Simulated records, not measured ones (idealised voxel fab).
Process module in this document: voxel capacitor over wiring
Cross-sectional view cut (width: 245 nm; square cell size: 5 nm).
A cross-section is a grid of square cells, given in bands from the top down. A band is one or more rows of cells.
For a band, the entry starts with two heights in nm, that of the top and then that of the bottom, and carries on with the band's materials in order from left to right, each alongside its width in nm; the word "edge to edge" beside a single material means it fills the band edge to edge, and "blank" means empty space.
Height reference: 0 = level under which incoming wafer is all one material. Lowest band: no bottom, runs on downward, e.g. "z 0 and below".
The expression "30..40" gives the width at the extremes of the band, the first number at its top row of cells and the second at its bottom row, with the width changing by equal amounts from each row to the next in between.
Step marked "no alterations made"? Then no cell in the cross-section changed in it.
Empty spaces counting at least 8 cells and having no open way to the top are listed in "Enclosed void entries". The notation width x height at distance is used for each, the distance being from the left edge and all three values in nm.
On each step's line, the part that comes after the settings is the simulator's own comment on the step.
A step line may carry the setting "overlay nm", which, for steps involving a mask, states the distance by which the mask lay to the right of its intended position; negative values denote displacement to the left.

**These are the steps we planned for the process**
step 1: RECEIVE, material Si
step 2: CONFORMAL_DEP, material SiO2, thk nm 15
step 3: CONFORMAL_DEP, material SiN, thk nm 5
step 4: DIRECTIONAL_DEP, material lowk, thk nm 25
step 5: PATTERN, tone open, mask id METAL_1, material resist, width nm 20, pitch nm 75, thk nm 20, overlay nm 0
step 6: DIRECTIONAL_ETCH, etch materials lowk, depth nm 25
step 7: DIRECTIONAL_ETCH, etch materials SiN, depth nm 5
step 8: STRIP, etch materials resist
step 9: CONFORMAL_DEP, material TiN, thk nm 5
step 10: FILL_DEP, material Cu, thk nm 5
step 11: CMP, height nm 45
step 12: CONFORMAL_DEP, material SiCN, thk nm 5
step 13: DIRECTIONAL_DEP, material lowk, thk nm 10
step 14: PATTERN, tone open, mask id PLUG_1, material resist, width nm 15, thk nm 20, overlay nm 0
step 15: DIRECTIONAL_ETCH, etch materials lowk, depth nm 10
step 16: DIRECTIONAL_ETCH, etch materials SiCN, depth nm 5
step 17: STRIP, etch materials resist
step 18: CONFORMAL_DEP, material TiN, thk nm 5
step 19: FILL_DEP, material Cu, thk nm 5
step 20: CMP, height nm 60
step 21: DIRECTIONAL_DEP, material TiN, thk nm 10
step 22: DIRECTIONAL_DEP, material HfO2, thk nm 5
step 23: DIRECTIONAL_DEP, material TiN, thk nm 10
step 24: MASKED_ETCH, tone cover, mask id UPPER_PLATE, width nm 60, etch materials TiN, depth nm 10, overlay nm 0
step 25: MASKED_ETCH, tone cover, mask id UPPER_PLATE, width nm 60, etch materials HfO2, depth nm 5, overlay nm 0
step 26: MASKED_ETCH, tone cover, mask id LOWER_PLATE, width nm 70, etch materials TiN, depth nm 10, overlay nm 0
step 27: FILL_DEP, material SiO2, thk nm 15
step 28: CMP, height nm 95
step 29: MASKED_ETCH, tone open, mask id PLUG_2, width nm 15, etch materials SiO2, depth nm 10, overlay nm 0
step 30: CONFORMAL_DEP, material TiN, thk nm 5
step 31: FILL_DEP, material Cu, thk nm 10
step 32: CMP, height nm 95
step 33: CONFORMAL_DEP, material SiCN, thk nm 5
Be aware that, although all wafers share a common starting state, the width nm at step 29 differs among them, and the plan displays the first wafer's value.

**After step 1, as received: first of several wafers, cross-section**
z 0 and below | Si edge to edge
Enclosed void entries: none

**Per-wafer rows below. For each material: cells gained (+) or lost (-) since the wafer was received, as of end of module. Then: closed voids**
width nm 15; +23 Cu; +12 HfO2; +95 SiCN; +41 SiN; +420 SiO2; +92 TiN; +297 lowk; Enclosed void entries: none
width nm 20; +24 Cu; +12 HfO2; +95 SiCN; +41 SiN; +418 SiO2; +93 TiN; +297 lowk; Enclosed void entries: none
width nm 25; +25 Cu; +12 HfO2; +95 SiCN; +41 SiN; +416 SiO2; +94 TiN; +297 lowk; Enclosed void entries: none
width nm 30; +26 Cu; +12 HfO2; +95 SiCN; +41 SiN; +414 SiO2; +95 TiN; +297 lowk; Enclosed void entries: none
